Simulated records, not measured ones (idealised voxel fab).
Module name: voxel double patterning (process module)
Xsec cut, 200 nm wide, square cell size 5 nm.
This document writes a cross-section as a grid whose cells are square, and gives it as bands, listed from the top down; one or more rows of cells form a band. Look at the band entry: it leads with the top's height and the bottom's height in nm. Then it lists the materials left to right, with a width in nm for each. The word "everywhere" on a single material says that material fills the band edge to edge. The word "blank" is empty space. For the purposes of this specification, 0 denotes the height below which the wafer in its as-received condition is composed wholly of one material, and the lowermost band, lacking a lower limit, extends downward without end, as expressed in "from 0 down". It should be noted that a width expressed as "30..40" varies in equal increments from row to row of cells within the band, taking the value of the first number at the top row and that of the second number at the bottom row. "identical to before" for a step: no cell of the cross-section changed in that step. Closed-off voids of 8+ cells (no open route to the top) go in "Completely sealed voids", written width x height at distance from the left edge, in nm. On each step's line, the part that comes after the settings is the simulator's own comment on the step. "overlay nm" answers the question of how far to the right of plan the mask lay on a step that has a mask, and when it is negative the answer is to the left.

Process steps - plan
1,RECEIVE [material Si]
2,CONFORMAL_DEP [material SiO2] [thk nm 5]
3,DIRECTIONAL_DEP [material W] [thk nm 10]
4,DIRECTIONAL_DEP [material SiCN] [thk nm 10]
5,DIRECTIONAL_DEP [material aC] [thk nm 15]
6,PATTERN [tone open] [mask id FIRST] [material resist] [width nm 15] [pitch nm 50] [thk nm 30] [overlay nm 0]
7,DIRECTIONAL_ETCH [etch materials aC] [depth nm 15]
8,STRIP [etch materials resist]
9,DIRECTIONAL_ETCH [etch materials SiCN] [depth nm 10]
10,STRIP [etch materials aC]
11,PATTERN [tone open] [mask id SECOND] [material resist] [width nm 15] [thk nm 15] [overlay nm 0]
12,DIRECTIONAL_ETCH [etch materials SiCN] [depth nm 10]
13,STRIP [etch materials resist]
14,DIRECTIONAL_ETCH [etch materials W] [depth nm 10]
15,STRIP [etch materials SiCN]

First of two wafers, with the run carried out as planned

So this is the incoming wafer in cross-section - it's already been through step 1
	from 0 down = Si everywhere
	Completely sealed voids: none

Wafer section view after processing step 2
	from 5 to 0 = SiO2 everywhere
	Nothing below the height 0 has changed.

Wafer section view after processing step 3
	from 15 to 5 = W everywhere
	Nothing below the height 5 has changed.

Wafer section view after processing step 4
	from 25 to 15 = SiCN everywhere
	Nothing below the height 15 has changed.

Wafer section view after processing step 5
	from 40 to 25 = aC everywhere
	Nothing below the height 25 has changed.

Wafer section view after processing step 6
	from 70 to 40 = resist: 65, then blank: 15, then resist: 35, then blank: 15, then resist: 70
	Nothing below the height 40 has changed.

Wafer section view after processing step 7
	from 55 to 40 = resist: 65, then blank: 15, then resist: 35, then blank: 15, then resist: 70
	from 40 to 25 = aC: 65, then blank: 15, then aC: 35, then blank: 15, then aC: 70
	Nothing below the height 25 has changed.

Wafer section view after processing step 8
	from 40 to 25 = aC: 65, then blank: 15, then aC: 35, then blank: 15, then aC: 70
	Nothing below the height 25 has changed.

Wafer section view after processing step 9
	from 40 to 25 = aC: 65, then blank: 15, then aC: 35, then blank: 15, then aC: 70
	from 25 to 15 = SiCN: 65, then blank: 15, then SiCN: 35, then blank: 15, then SiCN: 70
	Nothing below the height 15 has changed.

Wafer section view after processing step 10
	from 25 to 15 = SiCN: 65, then blank: 15, then SiCN: 35, then blank: 15, then SiCN: 70
	Nothing below the height 15 has changed.

Wafer section view after processing step 11
	from 40 to 25 = resist: 90, then blank: 15, then resist: 95
	from 25 to 15 = SiCN: 65, then resist: 15, then SiCN: 35, then resist: 15, then SiCN: 70
	Nothing below the height 15 has changed.

Wafer section view after processing step 12
	from 40 to 25 = resist: 90, then blank: 15, then resist: 95
	from 25 to 15 = SiCN: 65, then resist: 15, then SiCN: 10, then blank: 15, then SiCN: 10, then resist: 15, then SiCN: 70
	Nothing below the height 15 has changed.

Wafer section view after processing step 13
	from 25 to 15 = SiCN: 65, then blank: 15, then SiCN: 10, then blank: 15, then SiCN: 10, then blank: 15, then SiCN: 70
	Nothing below the height 15 has changed.

Wafer section view after processing step 14
	from 25 to 15 = SiCN: 65, then blank: 15, then SiCN: 10, then blank: 15, then SiCN: 10, then blank: 15, then SiCN: 70
	from 15 to 5 = W: 65, then blank: 15, then W: 10, then blank: 15, then W: 10, then blank: 15, then W: 70
	Nothing below the height 5 has changed.

Wafer section view after processing step 15
	from 15 to 5 = W: 65, then blank: 15, then W: 10, then blank: 15, then W: 10, then blank: 15, then W: 70
	Nothing below the height 5 has changed.

What follows concerns the second wafer, which started out like the first and was meant to follow the very same plan; one mistake crept in when it was run, but everything up to and including step 1 is the same as for the first wafer

Second wafer, sectioned view, at step 2's planned end time
	from 10 to 0 = W everywhere
	Nothing below the height 0 has changed.

Second wafer, sectioned view, at step 3's planned end time
	from 15 to 10 = SiO2 everywhere
	Nothing below the height 10 has changed.

Second wafer, sectioned view, at step 4's planned end time
	from 25 to 15 = SiCN everywhere
	Nothing below the height 15 has changed.

Second wafer, sectioned view, at step 5's planned end time
	from 40 to 25 = aC everywhere
	Nothing below the height 25 has changed.

Second wafer, sectioned view, at step 6's planned end time
	from 70 to 40 = resist: 65, then blank: 15, then resist: 35, then blank: 15, then resist: 70
	Nothing below the height 40 has changed.

Second wafer, sectioned view, at step 7's planned end time
	from 55 to 40 = resist: 65, then blank: 15, then resist: 35, then blank: 15, then resist: 70
	from 40 to 25 = aC: 65, then blank: 15, then aC: 35, then blank: 15, then aC: 70
	Nothing below the height 25 has changed.

Second wafer, sectioned view, at step 8's planned end time
	from 40 to 25 = aC: 65, then blank: 15, then aC: 35, then blank: 15, then aC: 70
	Nothing below the height 25 has changed.

Second wafer, sectioned view, at step 9's planned end time
	from 40 to 25 = aC: 65, then blank: 15, then aC: 35, then blank: 15, then aC: 70
	from 25 to 15 = SiCN: 65, then blank: 15, then SiCN: 35, then blank: 15, then SiCN: 70
	Nothing below the height 15 has changed.

Second wafer, sectioned view, at step 10's planned end time
	from 25 to 15 = SiCN: 65, then blank: 15, then SiCN: 35, then blank: 15, then SiCN: 70
	Nothing below the height 15 has changed.

Second wafer, sectioned view, at step 11's planned end time
	from 40 to 25 = resist: 90, then blank: 15, then resist: 95
	from 25 to 15 = SiCN: 65, then resist: 15, then SiCN: 35, then resist: 15, then SiCN: 70
	Nothing below the height 15 has changed.

Second wafer, sectioned view, at step 12's planned end time
	from 40 to 25 = resist: 90, then blank: 15, then resist: 95
	from 25 to 15 = SiCN: 65, then resist: 15, then SiCN: 10, then blank: 15, then SiCN: 10, then resist: 15, then SiCN: 70
	Nothing below the height 15 has changed.

Second wafer, sectioned view, at step 13's planned end time
	from 25 to 15 = SiCN: 65, then blank: 15, then SiCN: 10, then blank: 15, then SiCN: 10, then blank: 15, then SiCN: 70
	Nothing below the height 15 has changed.

Second wafer, sectioned view, at step 14's planned end time: identical to before

Second wafer, sectioned view, at step 15's planned end time
	from 15 to 10 = SiO2 everywhere
	Nothing below the height 10 has changed.
Heads up, the wafer didn't run the way we planned it: steps 2 and 3 were swapped
End of process, cell counts, second wafer against first, materials with more or fewer: 18 more of W
